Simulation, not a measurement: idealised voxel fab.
process module | voxel wiring stack
cross-section cut | 300 nm wide | cells 5 nm
A cross-section is a grid of square cells, given in bands from the top down. A band is one or more rows of cells.
Each band's line starts with the height of the band's top and of its bottom, in nm. Then come its materials from left to right, each with its width in nm. One material with "throughout" fills the band from edge to edge. "air" is empty space.
Height 0 is the level under which the wafer as received is all one material. The lowest band goes on downwards, as in "0 down".
A width such as "30 to 40" changes by the same amount from each row of cells to the next, from the band's top row to its bottom row.
"no change" after a step means that no cell of the cross-section changed.
closed voids: empty space of 8 cells or more with no open way to the top, each as width x height at its distance from the left edge, in nm
after a step's settings: what the simulator itself notes on the step
overlay nm, on a step with a mask: how far to the right of its planned place the mask lay; to the left if negative
Each pair below shows a cross-section before one step and the cross-section after it, down to the lowest band that changed. The line under each pair gives the step between them, with its settings. The pairs can come from different runs of this module on the same starting wafer, so a pair continues from the pair above only where its "before" says so.
before
  140 to 125: aC throughout
  125 to 90: SiO2 throughout
  90 to 85: SiCN throughout
  85 to 65: SiO2 115 | W 25 | SiO2 15 | W 25 | SiO2 120
  65 to 60: SiO2 115 | TiN 25 | SiO2 15 | TiN 25 | SiO2 120
  60 to 45: lowk 115 | Ru 15 | lowk 25 | Ru 15 | lowk 130
  45 to 35: SiCN 115 to 110 | Ru 15 to 35 | SiCN 25 to 5 | Ru 15 to 35 | SiCN 130 to 115
  35 to 20: lowk 115 | TiN 5 | Ru 15 | TiN 5 | lowk 15 | TiN 5 | Ru 15 | TiN 5 | lowk 120
  20 to 15: SiCN 115 | TiN 25 | SiCN 15 | TiN 25 | SiCN 120
  15 to 0: SiO2 throughout
  0 down: Si throughout
  closed voids: none
after
  175 to 140: resist 110 | air 25 | resist 15 | air 25 | resist 125
  below 140: unchanged
  closed voids: none
the step between: op PATTERN | tone open | mask id METAL_3 | material resist | width nm 25 | pitch nm 40 | thk nm 35 | overlay nm -5
before: the cross-section after the pair above
after
  160 to 140: resist 110 | air 25 | resist 15 | air 25 | resist 125
  140 to 125: aC 110 | air 25 | aC 15 | air 25 | aC 125
  below 125: unchanged
  closed voids: none
the step between: op DIRECTIONAL_ETCH | etch materials aC | depth nm 15
before: the cross-section after the pair above
after
  140 to 125: aC 110 | air 25 | aC 15 | air 25 | aC 125
  below 125: unchanged
  closed voids: none
the step between: op STRIP | etch materials resist
before: the cross-section after the pair above
after
  140 to 125: aC 110 | air 25 | aC 15 | air 25 | aC 125
  125 to 105: SiO2 110 | air 25 | SiO2 15 | air 25 | SiO2 125
  below 105: unchanged
  closed voids: none
the step between: op DIRECTIONAL_ETCH | etch materials SiO2 | depth nm 20
before: the cross-section after the pair above
after
  125 to 105: SiO2 110 | air 25 | SiO2 15 | air 25 | SiO2 125
  below 105: unchanged
  closed voids: none
the step between: op STRIP | etch materials aC
before: the cross-section after the pair above
after
  140 to 125: resist 115 | air 15 | resist 170
  125 to 105: SiO2 110 | resist 5 | air 15 | resist 5 | SiO2 15 | resist 25 | SiO2 125
  below 105: unchanged
  closed voids: none
the step between: op PATTERN | tone open | mask id METAL_3_HOLES | material resist | width nm 15 | thk nm 15 | overlay nm 0
before: the cross-section after the pair above
after
  140 to 125: resist 115 | air 15 | resist 170
  125 to 105: SiO2 110 | resist 5 | air 15 | resist 5 | SiO2 15 | resist 25 | SiO2 125
  105 to 90: SiO2 115 | air 15 | SiO2 170
  below 90: unchanged
  closed voids: none
the step between: op DIRECTIONAL_ETCH | etch materials SiO2 | depth nm 15
before: the cross-section after the pair above
after
  140 to 125: resist 115 | air 15 | resist 170
  125 to 105: SiO2 110 | resist 5 | air 15 | resist 5 | SiO2 15 | resist 25 | SiO2 125
  105 to 90: SiO2 115 | air 15 | SiO2 170
  90 to 85: SiCN 115 | air 15 | SiCN 170
  below 85: unchanged
  closed voids: none
the step between: op DIRECTIONAL_ETCH | etch materials SiCN | depth nm 5
before: the cross-section after the pair above
after
  125 to 105: SiO2 110 | air 25 | SiO2 15 | air 25 | SiO2 125
  below 105: unchanged
  closed voids: none
the step between: op STRIP | etch materials resist
before: the cross-section after the pair above
after
  130 to 125: TiN 115 | air 15 | TiN 25 | air 15 | TiN 130
  125 to 110: SiO2 110 | TiN 5 | air 15 | TiN 5 | SiO2 15 | TiN 5 | air 15 | TiN 5 | SiO2 125
  110 to 105: SiO2 110 | TiN 10 | air 5 | TiN 10 | SiO2 15 | TiN 25 | SiO2 125
  105 to 90: SiO2 115 | TiN 5 | air 5 | TiN 5 | SiO2 170
  90 to 85: SiCN 115 | TiN 15 | SiCN 170
  below 85: unchanged
  closed voids: none
the step between: op CONFORMAL_DEP | material TiN | thk nm 5
before: the cross-section after the pair above
after
  140 to 130: Ru throughout
  130 to 125: TiN 115 | Ru 15 | TiN 25 | Ru 15 | TiN 130
  125 to 110: SiO2 110 | TiN 5 | Ru 15 | TiN 5 | SiO2 15 | TiN 5 | Ru 15 | TiN 5 | SiO2 125
  110 to 105: SiO2 110 | TiN 10 | Ru 5 | TiN 10 | SiO2 15 | TiN 25 | SiO2 125
  105 to 90: SiO2 115 | TiN 5 | Ru 5 | TiN 5 | SiO2 170
  below 90: unchanged
  closed voids: none
the step between: op FILL_DEP | material Ru | thk nm 10
before: the cross-section after the pair above
after
  125 to 110: SiO2 110 | TiN 5 | Ru 15 | TiN 5 | SiO2 15 | TiN 5 | Ru 15 | TiN 5 | SiO2 125
  below 110: unchanged
  closed voids: none
the step between: op CMP | height nm 125
before: the cross-section after the pair above
after
  130 to 125: SiCN throughout
  below 125: unchanged
  closed voids: none
the step between: op CONFORMAL_DEP | material SiCN | thk nm 5
before: the cross-section after the pair above
after
  155 to 130: lowk throughout
  below 130: unchanged
  closed voids: none
the step between: op DIRECTIONAL_DEP | material lowk | thk nm 25
before: the cross-section after the pair above
after
  175 to 155: resist 115 | air 15 | resist 25 | air 15 | resist 130
  below 155: unchanged
  closed voids: none
the step between: op PATTERN | tone open | mask id METAL_4_HOLES | material resist | width nm 15 | pitch nm 40 | thk nm 20 | overlay nm 0
before: the cross-section after the pair above
after
  175 to 155: resist 115 | air 15 | resist 25 | air 15 | resist 130
  155 to 130: lowk 115 | air 15 | lowk 25 | air 15 | lowk 130
  below 130: unchanged
  closed voids: none
the step between: op DIRECTIONAL_ETCH | etch materials lowk | depth nm 25
before: the cross-section after the pair above
after
  155 to 130: lowk 115 | air 15 | lowk 25 | air 15 | lowk 130
  below 130: unchanged
  closed voids: none
the step between: op STRIP | etch materials resist
before: the cross-section after the pair above
after
  175 to 155: resist 115 | air 25 | resist 15 | air 25 | resist 120
  below 155: unchanged
  closed voids: none
the step between: op PATTERN | tone open | mask id METAL_4 | material resist | width nm 25 | pitch nm 40 | thk nm 20 | overlay nm 0
before: the cross-section after the pair above
after
  175 to 155: resist 115 | air 25 | resist 15 | air 25 | resist 120
  155 to 140: lowk 115 | air 25 | lowk 15 | air 25 | lowk 120
  below 140: unchanged
  closed voids: none
the step between: op DIRECTIONAL_ETCH | etch materials lowk | depth nm 15
before: the cross-section after the pair above
after
  175 to 155: resist 115 | air 25 | resist 15 | air 25 | resist 120
  155 to 140: lowk 115 | air 25 | lowk 15 | air 25 | lowk 120
  140 to 130: lowk 115 | air 15 | lowk 25 | air 15 | lowk 130
  130 to 125: SiCN 115 | air 15 | SiCN 25 | air 15 | SiCN 130
  below 125: unchanged
  closed voids: none
the step between: op DIRECTIONAL_ETCH | etch materials SiCN | depth nm 5
before: the cross-section after the pair above
after
  155 to 140: lowk 115 | air 25 | lowk 15 | air 25 | lowk 120
  below 140: unchanged
  closed voids: none
the step between: op STRIP | etch materials resist
before: the cross-section after the pair above
after
  160 to 155: TiN 120 | air 15 | TiN 25 | air 15 | TiN 125
  155 to 145: lowk 115 | TiN 5 | air 15 | TiN 5 | lowk 15 | TiN 5 | air 15 | TiN 5 | lowk 120
  145 to 140: lowk 115 | TiN 5 | air 5 | TiN 15 | lowk 15 | TiN 5 | air 5 | TiN 15 | lowk 120
  140 to 130: lowk 115 | TiN 5 | air 5 | TiN 5 | lowk 25 | TiN 5 | air 5 | TiN 5 | lowk 130
  130 to 125: SiCN 115 | TiN 15 | SiCN 25 | TiN 15 | SiCN 130
  below 125: unchanged
  closed voids: none
the step between: op CONFORMAL_DEP | material TiN | thk nm 5
before: the cross-section after the pair above
after
  165 to 160: Cu throughout
  160 to 155: TiN 120 | Cu 15 | TiN 25 | Cu 15 | TiN 125
  155 to 145: lowk 115 | TiN 5 | Cu 15 | TiN 5 | lowk 15 | TiN 5 | Cu 15 | TiN 5 | lowk 120
  145 to 140: lowk 115 | TiN 5 | Cu 5 | TiN 15 | lowk 15 | TiN 5 | Cu 5 | TiN 15 | lowk 120
  140 to 130: lowk 115 | TiN 5 | Cu 5 | TiN 5 | lowk 25 | TiN 5 | Cu 5 | TiN 5 | lowk 130
  below 130: unchanged
  closed voids: none
the step between: op FILL_DEP | material Cu | thk nm 5
before: the cross-section after the pair above
after
  155 to 145: lowk 115 | TiN 5 | Cu 15 | TiN 5 | lowk 15 | TiN 5 | Cu 15 | TiN 5 | lowk 120
  below 145: unchanged
  closed voids: none
the step between: op CMP | height nm 155
before: the cross-section after the pair above
after
  160 to 155: SiCN throughout
  below 155: unchanged
  closed voids: none
the step between: op CONFORMAL_DEP | material SiCN | thk nm 5
before
  125 to 110: SiO2 115 | TiN 5 | Ru 15 | TiN 5 | SiO2 15 | TiN 5 | Ru 15 | TiN 5 | SiO2 120
  110 to 105: SiO2 115 | TiN 5 | Ru 5 | TiN 15 | SiO2 15 | TiN 25 | SiO2 120
  105 to 90: SiO2 115 | TiN 5 | Ru 5 | TiN 5 | SiO2 170
  90 to 85: SiCN 115 | TiN 15 | SiCN 170
  85 to 65: SiO2 115 | W 25 | SiO2 15 | W 25 | SiO2 120
  65 to 60: SiO2 115 | TiN 25 | SiO2 15 | TiN 25 | SiO2 120
  60 to 45: lowk 115 | Ru 15 | lowk 25 | Ru 15 | lowk 130
  45 to 35: SiCN 115 to 110 | Ru 15 to 35 | SiCN 25 to 5 | Ru 15 to 35 | SiCN 130 to 115
  35 to 20: lowk 115 | TiN 5 | Ru 15 | TiN 5 | lowk 15 | TiN 5 | Ru 15 | TiN 5 | lowk 120
  20 to 15: SiCN 115 | TiN 25 | SiCN 15 | TiN 25 | SiCN 120
  15 to 0: SiO2 throughout
  0 down: Si throughout
  closed voids: none
after
  130 to 125: Cu throughout
  below 125: unchanged
  closed voids: none
the step between: op CONFORMAL_DEP | material Cu | thk nm 5
before: the cross-section after the pair above
after
  155 to 130: lowk throughout
  below 130: unchanged
  closed voids: none
the step between: op DIRECTIONAL_DEP | material lowk | thk nm 25
before: the cross-section after the pair above
after
  175 to 155: resist 115 | air 15 | resist 25 | air 15 | resist 130
  below 155: unchanged
  closed voids: none
the step between: op PATTERN | tone open | mask id METAL_4_HOLES | material resist | width nm 15 | pitch nm 40 | thk nm 20 | overlay nm 0
before: the cross-section after the pair above
after
  175 to 155: resist 115 | air 15 | resist 25 | air 15 | resist 130
  155 to 130: lowk 115 | air 15 | lowk 25 | air 15 | lowk 130
  below 130: unchanged
  closed voids: none
the step between: op DIRECTIONAL_ETCH | etch materials lowk | depth nm 25
before: the cross-section after the pair above
after
  155 to 130: lowk 115 | air 15 | lowk 25 | air 15 | lowk 130
  below 130: unchanged
  closed voids: none
the step between: op STRIP | etch materials resist
before: the cross-section after the pair above
after
  175 to 155: resist 115 | air 25 | resist 15 | air 25 | resist 120
  below 155: unchanged
  closed voids: none
the step between: op PATTERN | tone open | mask id METAL_4 | material resist | width nm 25 | pitch nm 40 | thk nm 20 | overlay nm 0
before: the cross-section after the pair above
after
  175 to 155: resist 115 | air 25 | resist 15 | air 25 | resist 120
  155 to 140: lowk 115 | air 25 | lowk 15 | air 25 | lowk 120
  below 140: unchanged
  closed voids: none
the step between: op DIRECTIONAL_ETCH | etch materials lowk | depth nm 15
before: the cross-section after the pair above
after
  155 to 140: lowk 115 | air 25 | lowk 15 | air 25 | lowk 120
  below 140: unchanged
  closed voids: none
the step between: op STRIP | etch materials resist
before: the cross-section after the pair above
after
  160 to 155: TiN 120 | air 15 | TiN 25 | air 15 | TiN 125
  155 to 145: lowk 115 | TiN 5 | air 15 | TiN 5 | lowk 15 | TiN 5 | air 15 | TiN 5 | lowk 120
  145 to 135: lowk 115 | TiN 5 | air 5 | TiN 15 to 5 | lowk 15 to 25 | TiN 5 | air 5 | TiN 15 to 5 | lowk 120 to 130
  135 to 130: lowk 115 | TiN 15 | lowk 25 | TiN 15 | lowk 130
  below 130: unchanged
  closed voids: none
the step between: op CONFORMAL_DEP | material TiN | thk nm 5
before: the cross-section after the pair above
after
  165 to 160: Cu throughout
  160 to 155: TiN 120 | Cu 15 | TiN 25 | Cu 15 | TiN 125
  155 to 145: lowk 115 | TiN 5 | Cu 15 | TiN 5 | lowk 15 | TiN 5 | Cu 15 | TiN 5 | lowk 120
  145 to 135: lowk 115 | TiN 5 | Cu 5 | TiN 15 to 5 | lowk 15 to 25 | TiN 5 | Cu 5 | TiN 15 to 5 | lowk 120 to 130
  below 135: unchanged
  closed voids: none
the step between: op FILL_DEP | material Cu | thk nm 5
before: the cross-section after the pair above
after
  155 to 145: lowk 115 | TiN 5 | Cu 15 | TiN 5 | lowk 15 | TiN 5 | Cu 15 | TiN 5 | lowk 120
  below 145: unchanged
  closed voids: none
the step between: op CMP | height nm 155
before: the cross-section after the pair above
after
  160 to 155: SiCN throughout
  below 155: unchanged
  closed voids: none
the step between: op CONFORMAL_DEP | material SiCN | thk nm 5
before
  70 to 60: aC throughout
  60 to 45: lowk throughout
  45 to 40: SiCN throughout
  40 to 35: SiCN 110 | Ru 35 | SiCN 5 | Ru 35 | SiCN 115
  35 to 20: lowk 115 | TiN 5 | Ru 15 | TiN 5 | lowk 15 | TiN 5 | Ru 15 | TiN 5 | lowk 120
  20 to 15: SiCN 115 | TiN 25 | SiCN 15 | TiN 25 | SiCN 120
  15 to 0: SiO2 throughout
  0 down: Si throughout
  closed voids: none
after
  95 to 70: air 115 | resist 15 | air 25 | resist 15 | air 130
  below 70: unchanged
  closed voids: none
the step between: op PATTERN | tone cover | mask id PLUG_1 | material resist | width nm 15 | pitch nm 40 | thk nm 25 | overlay nm 0
before: the cross-section after the pair above
after
  85 to 70: air 115 | resist 15 | air 25 | resist 15 | air 130
  70 to 60: air 115 | aC 15 | air 25 | aC 15 | air 130
  below 60: unchanged
  closed voids: none
the step between: op DIRECTIONAL_ETCH | etch materials aC | depth nm 10
before: the cross-section after the pair above
after
  70 to 60: air 115 | aC 15 | air 25 | aC 15 | air 130
  below 60: unchanged
  closed voids: none
the step between: op STRIP | etch materials resist
before: the cross-section after the pair above
after
  70 to 60: air 115 | aC 15 | air 25 | aC 15 | air 130
  60 to 45: air 115 | lowk 15 | air 25 | lowk 15 | air 130
  below 45: unchanged
  closed voids: none
the step between: op DIRECTIONAL_ETCH | etch materials lowk | depth nm 15
before: the cross-section after the pair above
after
  70 to 60: air 115 | aC 15 | air 25 | aC 15 | air 130
  60 to 45: air 115 | lowk 15 | air 25 | lowk 15 | air 130
  45 to 40: air 115 | SiCN 15 | air 25 | SiCN 15 | air 130
  below 40: unchanged
  closed voids: none
the step between: op DIRECTIONAL_ETCH | etch materials SiCN | depth nm 5
before: the cross-section after the pair above
after
  60 to 45: air 115 | lowk 15 | air 25 | lowk 15 | air 130
  below 45: unchanged
  closed voids: none
the step between: op STRIP | etch materials aC
before: the cross-section after the pair above
after
  60 to 50: air 115 | lowk 15 | air 25 | lowk 15 | air 130
  50 to 45: air 100 | Ru 15 | lowk 15 | Ru 25 | lowk 15 | Ru 25 | air 105
  45 to 40: air 100 | Ru 15 | SiCN 15 | Ru 25 | SiCN 15 | Ru 25 | air 105
  below 40: unchanged
  closed voids: none
the step between: op EPI | material Ru | thk nm 10
before: the cross-section after the pair above
after
  60 to 45: air 90 | Ru 25 | lowk 15 | Ru 25 | lowk 15 | Ru 35 | air 95
  45 to 40: air 90 | Ru 25 | SiCN 15 | Ru 25 | SiCN 15 | Ru 35 | air 95
  below 40: unchanged
  closed voids: none
the step between: op EPI | material Ru | thk nm 10
before: the cross-section after the pair above
after
  65 to 60: air 90 | TiN 115 | air 95
  60 to 45: air 90 | Ru 25 | lowk 15 | Ru 25 | lowk 15 | Ru 35 | air 95
  45 to 40: TiN 90 | Ru 25 | SiCN 15 | Ru 25 | SiCN 15 | Ru 35 | TiN 95
  below 40: unchanged
  closed voids: none
the step between: op DIRECTIONAL_DEP | material TiN | thk nm 5
before: the cross-section after the pair above
after
  85 to 65: air 90 | W 115 | air 95
  65 to 60: W 90 | TiN 115 | W 95
  60 to 45: W 90 | Ru 25 | lowk 15 | Ru 25 | lowk 15 | Ru 35 | W 95
  below 45: unchanged
  closed voids: none
the step between: op DIRECTIONAL_DEP | material W | thk nm 20
before: the cross-section after the pair above
after
  100 to 85: air 115 | resist 25 | air 15 | resist 25 | air 120
  below 85: unchanged
  closed voids: none
the step between: op PATTERN | tone cover | mask id METAL_2 | material resist | width nm 25 | pitch nm 40 | thk nm 15 | overlay nm 0
before: the cross-section after the pair above
after
  100 to 85: air 115 | resist 25 | air 15 | resist 25 | air 120
  85 to 65: air 115 | W 25 | air 15 | W 25 | air 120
  65 to 60: air 90 | TiN 115 | air 95
  60 to 45: air 90 | Ru 25 | lowk 15 | Ru 25 | lowk 15 | Ru 35 | air 95
  below 45: unchanged
  closed voids: none
the step between: op DIRECTIONAL_ETCH | etch materials W | depth nm 20
before: the cross-section after the pair above
after
  100 to 85: air 115 | resist 25 | air 15 | resist 25 | air 120
  85 to 65: air 115 | W 25 | air 15 | W 25 | air 120
  65 to 60: air 115 | TiN 25 | air 15 | TiN 25 | air 120
  60 to 45: air 90 | Ru 25 | lowk 15 | Ru 25 | lowk 15 | Ru 35 | air 95
  45 to 40: air 90 | Ru 25 | SiCN 15 | Ru 25 | SiCN 15 | Ru 35 | air 95
  below 40: unchanged
  closed voids: none
the step between: op DIRECTIONAL_ETCH | etch materials TiN | depth nm 5
before: the cross-section after the pair above
after
  85 to 65: air 115 | W 25 | air 15 | W 25 | air 120
  below 65: unchanged
  closed voids: none
the step between: op STRIP | etch materials resist
before: the cross-section after the pair above
after
  90 to 85: SiO2 throughout
  85 to 65: SiO2 115 | W 25 | SiO2 15 | W 25 | SiO2 120
  65 to 60: SiO2 115 | TiN 25 | SiO2 15 | TiN 25 | SiO2 120
  60 to 45: SiO2 90 | Ru 25 | lowk 15 | Ru 25 | lowk 15 | Ru 35 | SiO2 95
  45 to 40: SiO2 90 | Ru 25 | SiCN 15 | Ru 25 | SiCN 15 | Ru 35 | SiO2 95
  below 40: unchanged
  closed voids: none
the step between: op FILL_DEP | material SiO2 | thk nm 5
before: the cross-section after the pair above
after
  85 to 65: SiO2 115 | W 25 | SiO2 15 | W 25 | SiO2 120
  below 65: unchanged
  closed voids: none
the step between: op CMP | height nm 85
before: the cross-section after the pair above
after
  90 to 85: SiCN throughout
  below 85: unchanged
  closed voids: none
the step between: op CONFORMAL_DEP | material SiCN | thk nm 5
before: the cross-section after the pair above
after
  125 to 90: SiO2 throughout
  below 90: unchanged
  closed voids: none
the step between: op DIRECTIONAL_DEP | material SiO2 | thk nm 35
before: the cross-section after the pair above
after
  140 to 125: aC throughout
  below 125: unchanged
  closed voids: none
the step between: op DIRECTIONAL_DEP | material aC | thk nm 15
before: the cross-section after the pair above
after
  175 to 140: resist 115 | air 25 | resist 15 | air 25 | resist 120
  below 140: unchanged
  closed voids: none
the step between: op PATTERN | tone open | mask id METAL_3 | material resist | width nm 25 | pitch nm 40 | thk nm 35 | overlay nm 0
before: the cross-section after the pair above
after
  160 to 140: resist 115 | air 25 | resist 15 | air 25 | resist 120
  140 to 125: aC 115 | air 25 | aC 15 | air 25 | aC 120
  below 125: unchanged
  closed voids: none
the step between: op DIRECTIONAL_ETCH | etch materials aC | depth nm 15
before: the cross-section after the pair above
after
  140 to 125: aC 115 | air 25 | aC 15 | air 25 | aC 120
  below 125: unchanged
  closed voids: none
the step between: op STRIP | etch materials resist
before: the cross-section after the pair above
after
  140 to 125: aC 115 | air 25 | aC 15 | air 25 | aC 120
  125 to 105: SiO2 115 | air 25 | SiO2 15 | air 25 | SiO2 120
  below 105: unchanged
  closed voids: none
the step between: op DIRECTIONAL_ETCH | etch materials SiO2 | depth nm 20
before: the cross-section after the pair above
after
  125 to 105: SiO2 115 | air 25 | SiO2 15 | air 25 | SiO2 120
  below 105: unchanged
  closed voids: none
the step between: op STRIP | etch materials aC
before: the cross-section after the pair above
after
  140 to 125: resist 115 | air 15 | resist 170
  125 to 105: SiO2 115 | air 15 | resist 10 | SiO2 15 | resist 25 | SiO2 120
  below 105: unchanged
  closed voids: none
the step between: op PATTERN | tone open | mask id METAL_3_HOLES | material resist | width nm 15 | thk nm 15 | overlay nm 0
before: the cross-section after the pair above
after
  140 to 125: resist 115 | air 15 | resist 170
  125 to 105: SiO2 115 | air 15 | resist 10 | SiO2 15 | resist 25 | SiO2 120
  105 to 90: SiO2 115 | air 15 | SiO2 170
  below 90: unchanged
  closed voids: none
the step between: op DIRECTIONAL_ETCH | etch materials SiO2 | depth nm 15
before: the cross-section after the pair above
after
  140 to 125: resist 115 | air 15 | resist 170
  125 to 105: SiO2 115 | air 15 | resist 10 | SiO2 15 | resist 25 | SiO2 120
  105 to 90: SiO2 115 | air 15 | SiO2 170
  90 to 85: SiCN 115 | air 15 | SiCN 170
  below 85: unchanged
  closed voids: none
the step between: op DIRECTIONAL_ETCH | etch materials SiCN | depth nm 5
before: the cross-section after the pair above
after
  125 to 105: SiO2 115 | air 25 | SiO2 15 | air 25 | SiO2 120
  below 105: unchanged
  closed voids: none
the step between: op STRIP | etch materials resist
before: the cross-section after the pair above
after
  130 to 125: TiN 120 | air 15 | TiN 25 | air 15 | TiN 125
  125 to 110: SiO2 115 | TiN 5 | air 15 | TiN 5 | SiO2 15 | TiN 5 | air 15 | TiN 5 | SiO2 120
  110 to 105: SiO2 115 | TiN 5 | air 5 | TiN 15 | SiO2 15 | TiN 25 | SiO2 120
  105 to 90: SiO2 115 | TiN 5 | air 5 | TiN 5 | SiO2 170
  90 to 85: SiCN 115 | TiN 15 | SiCN 170
  below 85: unchanged
  closed voids: none
the step between: op CONFORMAL_DEP | material TiN | thk nm 5
before: the cross-section after the pair above
after
  140 to 130: Ru throughout
  130 to 125: TiN 120 | Ru 15 | TiN 25 | Ru 15 | TiN 125
  125 to 110: SiO2 115 | TiN 5 | Ru 15 | TiN 5 | SiO2 15 | TiN 5 | Ru 15 | TiN 5 | SiO2 120
  110 to 105: SiO2 115 | TiN 5 | Ru 5 | TiN 15 | SiO2 15 | TiN 25 | SiO2 120
  105 to 90: SiO2 115 | TiN 5 | Ru 5 | TiN 5 | SiO2 170
  below 90: unchanged
  closed voids: none
the step between: op FILL_DEP | material Ru | thk nm 10
before: the cross-section after the pair above
after
  125 to 110: SiO2 115 | TiN 5 | Ru 15 | TiN 5 | SiO2 15 | TiN 5 | Ru 15 | TiN 5 | SiO2 120
  below 110: unchanged
  closed voids: none
the step between: op CMP | height nm 125
before: the cross-section after the pair above
after
  130 to 125: SiCN throughout
  below 125: unchanged
  closed voids: none
the step between: op CONFORMAL_DEP | material SiCN | thk nm 5
before: the cross-section after the pair above
after
  155 to 130: lowk throughout
  below 130: unchanged
  closed voids: none
the step between: op DIRECTIONAL_DEP | material lowk | thk nm 25
before: the cross-section after the pair above
after
  175 to 155: resist 115 | air 15 | resist 25 | air 15 | resist 130
  below 155: unchanged
  closed voids: none
the step between: op PATTERN | tone open | mask id METAL_4_HOLES | material resist | width nm 15 | pitch nm 40 | thk nm 20 | overlay nm 0
before: the cross-section after the pair above
after
  175 to 155: resist 115 | air 15 | resist 25 | air 15 | resist 130
  155 to 130: lowk 115 | air 15 | lowk 25 | air 15 | lowk 130
  below 130: unchanged
  closed voids: none
the step between: op DIRECTIONAL_ETCH | etch materials lowk | depth nm 25
before: the cross-section after the pair above
after
  155 to 130: lowk 115 | air 15 | lowk 25 | air 15 | lowk 130
  below 130: unchanged
  closed voids: none
the step between: op STRIP | etch materials resist
before: the cross-section after the pair above
after
  175 to 155: resist 115 | air 25 | resist 15 | air 25 | resist 120
  below 155: unchanged
  closed voids: none
the step between: op PATTERN | tone open | mask id METAL_4 | material resist | width nm 25 | pitch nm 40 | thk nm 20 | overlay nm 0
before: the cross-section after the pair above
after
  175 to 155: resist 115 | air 25 | resist 15 | air 25 | resist 120
  155 to 140: lowk 115 | air 25 | lowk 15 | air 25 | lowk 120
  below 140: unchanged
  closed voids: none
the step between: op DIRECTIONAL_ETCH | etch materials lowk | depth nm 15
before: the cross-section after the pair above
after
  175 to 155: resist 115 | air 25 | resist 15 | air 25 | resist 120
  155 to 140: lowk 115 | air 25 | lowk 15 | air 25 | lowk 120
  140 to 130: lowk 115 | air 15 | lowk 25 | air 15 | lowk 130
  130 to 125: SiCN 115 | air 15 | SiCN 25 | air 15 | SiCN 130
  below 125: unchanged
  closed voids: none
the step between: op DIRECTIONAL_ETCH | etch materials SiCN | depth nm 5
before: the cross-section after the pair above
after
  155 to 140: lowk 115 | air 25 | lowk 15 | air 25 | lowk 120
  below 140: unchanged
  closed voids: none
the step between: op STRIP | etch materials resist
before: the cross-section after the pair above
after
  160 to 155: TiN 120 | air 15 | TiN 25 | air 15 | TiN 125
  155 to 145: lowk 115 | TiN 5 | air 15 | TiN 5 | lowk 15 | TiN 5 | air 15 | TiN 5 | lowk 120
  145 to 140: lowk 115 | TiN 5 | air 5 | TiN 15 | lowk 15 | TiN 5 | air 5 | TiN 15 | lowk 120
  140 to 130: lowk 115 | TiN 5 | air 5 | TiN 5 | lowk 25 | TiN 5 | air 5 | TiN 5 | lowk 130
  130 to 125: SiCN 115 | TiN 15 | SiCN 25 | TiN 15 | SiCN 130
  below 125: unchanged
  closed voids: none
the step between: op CONFORMAL_DEP | material TiN | thk nm 5
before: the cross-section after the pair above
after
  165 to 160: Cu throughout
  160 to 155: TiN 120 | Cu 15 | TiN 25 | Cu 15 | TiN 125
  155 to 145: lowk 115 | TiN 5 | Cu 15 | TiN 5 | lowk 15 | TiN 5 | Cu 15 | TiN 5 | lowk 120
  145 to 140: lowk 115 | TiN 5 | Cu 5 | TiN 15 | lowk 15 | TiN 5 | Cu 5 | TiN 15 | lowk 120
  140 to 130: lowk 115 | TiN 5 | Cu 5 | TiN 5 | lowk 25 | TiN 5 | Cu 5 | TiN 5 | lowk 130
  below 130: unchanged
  closed voids: none
the step between: op FILL_DEP | material Cu | thk nm 5
before: the cross-section after the pair above
after
  155 to 145: lowk 115 | TiN 5 | Cu 15 | TiN 5 | lowk 15 | TiN 5 | Cu 15 | TiN 5 | lowk 120
  below 145: unchanged
  closed voids: none
the step between: op CMP | height nm 155
before: the cross-section after the pair above
after
  160 to 155: SiCN throughout
  below 155: unchanged
  closed voids: none
the step between: op CONFORMAL_DEP | material SiCN | thk nm 5
